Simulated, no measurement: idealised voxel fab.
Title: Process Module voxel double patterning
The cross-section on display is named cut; it measures 160 nm wide, and its cells are 5 nm squares.
Heads up, the way a cross-section reads in here is a grid of square cells, handed over as bands from the top down, with every band being one or more rows of cells.
What a band's entry tells you: where the top is and where the bottom is, as heights in nm, and after that what lies inside, material by material from left to right, each with its width in nm. Empty space is written as the word "air", and a single material marked with the word "throughout" occupies the band from edge to edge.
Height 0 is the level under which the wafer as received is all one material. The lowest band goes on downwards, as in "from 0 down".
Width spec "30 to 40" -> top row of cells at first value, bottom row at second value, equal per-row change in between.
Step marked "remained unchanged"? Then no cell in the cross-section changed in it.
Empty spaces counting at least 8 cells and having no open way to the top are listed in "Enclosed void inventory". The notation width x height at distance is used for each, the distance being from the left edge and all three values in nm.
Post-settings text on a step line: simulator's own remark regarding the step.
overlay nm: mask right of planned place by this much (step with mask). Neg. = left.
## The steps planned for the process are as follows
1 RECEIVE with material Si
2 CONFORMAL_DEP with material SiO2, thk nm 10
3 DIRECTIONAL_DEP with material polySi, thk nm 15
4 DIRECTIONAL_DEP with material SiCN, thk nm 10
5 MASKED_ETCH with tone open, mask id FIRST, width nm 15, pitch nm 50, etch materials SiCN, depth nm 10, overlay nm -5
6 DIRECTIONAL_DEP with material aC, thk nm 10
7 PATTERN with tone open, mask id SECOND, material resist, width nm 15, pitch nm 50, thk nm 25, overlay nm 0
8 DIRECTIONAL_ETCH with etch materials aC, depth nm 10
9 STRIP with etch materials resist
10 DIRECTIONAL_ETCH with etch materials SiCN, depth nm 10
11 STRIP with etch materials aC
12 DIRECTIONAL_ETCH with etch materials polySi, depth nm 15
13 STRIP with etch materials SiCN
It is noted that the wafers described herein are identical at the outset and are distinguished by the overlay nm of step 5; the value stated in the plan corresponds to the first wafer.
## The first of several wafers as received, shown in cross-section; this is its state after step 1
  from 0 down: Si throughout
  Enclosed void inventory: none
## End of the module, past its last step, step 13: how the first of several wafers looks in cross-section
  from 25 to 10: polySi=15, air=15, polySi=15, air=15, polySi=5, air=15, polySi=15, air=15, polySi=5, air=15, polySi=30
  from 10 to 0: SiO2 throughout
  from 0 down: Si throughout
  Enclosed void inventory: none
## Module end, final wafer: cross-section
  from 25 to 10: polySi=30, air=30, polySi=20, air=30, polySi=20, air=15, polySi=15
  from 10 to 0: SiO2 throughout
  from 0 down: Si throughout
  Enclosed void inventory: none
## Per wafer (row), end of module: delta in cells per material since receipt, (+) for gained, (-) for lost; closed voids after that
overlay nm -5 | +64 SiO2 | +51 polySi | Enclosed void inventory: none
overlay nm 0 | +64 SiO2 | +51 polySi | Enclosed void inventory: none
overlay nm 5 | +64 SiO2 | +51 polySi | Enclosed void inventory: none
overlay nm 10 | +64 SiO2 | +51 polySi | Enclosed void inventory: none
